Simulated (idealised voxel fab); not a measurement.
This section sets out a process module, namely voxel wiring stack.
We display cut, a cross-section 195 nm in width whose square cells are each 5 nm.
This document writes a cross-section as a grid whose cells are square, and gives it as bands, listed from the top down; one or more rows of cells form a band.
Band: top height; bottom height; in nm. Then, left to right: material with width in nm, for each material. "everywhere": a single material spanning edge to edge. "air": empty space.
Heights are reckoned from 0. Under this level, the received wafer is all of one material. The bottommost band is open-ended downward, for example "0 -> down".
Note: "30->40" means the width goes from the first number (top row of the band) to the second number (bottom row) in equal steps per row of cells.
For the purposes of this document, the phrase "no alterations made" attached to a step denotes that no cell within the cross-section was modified by that step.
Voids not open to the top, 8 cells minimum: see "Sealed void inventory". Written width x height at distance; distance is from the left edge; nm.
Note: text after step settings on the step line = simulator remark on that step.
When a step includes a mask, the "overlay nm" setting on its line states how far to the right of its planned place that mask lay, and negative values state how far to the left.

**Planned step list for the process**
1,RECEIVE, material Si
2,CONFORMAL_DEP, material SiO2, thk nm 10
3,DIRECTIONAL_DEP, material TiN, thk nm 5
4,DIRECTIONAL_DEP, material W, thk nm 20
5,DIRECTIONAL_DEP, material aC, thk nm 10
6,PATTERN, tone cover, mask id METAL_1, material resist, width nm 25, pitch nm 50, thk nm 25, overlay nm 0
7,DIRECTIONAL_ETCH, etch materials aC, depth nm 10
8,STRIP, etch materials resist
9,DIRECTIONAL_ETCH, etch materials W, depth nm 20
10,DIRECTIONAL_ETCH, etch materials TiN, depth nm 5
11,STRIP, etch materials aC
12,FILL_DEP, material lowk, thk nm 5
13,CMP, height nm 35
14,CONFORMAL_DEP, material SiCN, thk nm 5
15,DIRECTIONAL_DEP, material lowk, thk nm 10
16,MASKED_ETCH, tone open, mask id PLUG_1, width nm 15, etch materials lowk, depth nm 10, overlay nm 0
17,MASKED_ETCH, tone open, mask id PLUG_1, width nm 15, etch materials SiCN, depth nm 5, overlay nm 0
18,CONFORMAL_DEP, material TiN, thk nm 5
19,FILL_DEP, material W, thk nm 5
20,CMP, height nm 50
21,DIRECTIONAL_DEP, material TiN, thk nm 5
22,DIRECTIONAL_DEP, material W, thk nm 20
23,PATTERN, tone cover, mask id METAL_2, material resist, width nm 25, pitch nm 50, thk nm 15, overlay nm 0
24,DIRECTIONAL_ETCH, etch materials W, depth nm 20
25,DIRECTIONAL_ETCH, etch materials TiN, depth nm 5
26,STRIP, etch materials resist
27,CONFORMAL_DEP, material SiCN, thk nm 5
28,FILL_DEP, material lowk, thk nm 10
29,CMP, height nm 75
30,CONFORMAL_DEP, material SiN, thk nm 5

**Cross-section of the wafer as it came to us, i.e., already through step 1**
  0 -> down: Si everywhere
  Sealed void inventory: none

**Wafer at module end, in section. Began as above, planned as above, run with one mistake**
  95 -> 90: SiN everywhere
  90 -> 80: lowk everywhere
  80 -> 75: 55 nm lowk, 35 nm SiCN, 15 nm lowk, 35 nm SiCN, 55 nm lowk
  75 -> 55: 55 nm lowk, 5 nm SiCN, 25 nm W, 5 nm SiCN, 15 nm lowk, 5 nm SiCN, 25 nm W, 5 nm SiCN, 55 nm lowk
  55 -> 50: 60 nm SiCN, 25 nm TiN, 25 nm SiCN, 25 nm TiN, 60 nm SiCN
  50 -> 40: 60 nm lowk, 5 nm TiN, 5 nm W, 5 nm TiN, 120 nm lowk
  40 -> 35: 60 nm SiCN, 15 nm TiN, 120 nm SiCN
  35 -> 15: 60 nm lowk, 25 nm W, 25 nm lowk, 25 nm W, 60 nm lowk
  15 -> 10: 60 nm lowk, 25 nm TiN, 25 nm lowk, 25 nm TiN, 60 nm lowk
  10 -> 0: SiO2 everywhere
  0 -> down: Si everywhere
  Sealed void inventory: none
Run error: step 29 of the plan was omitted and not executed
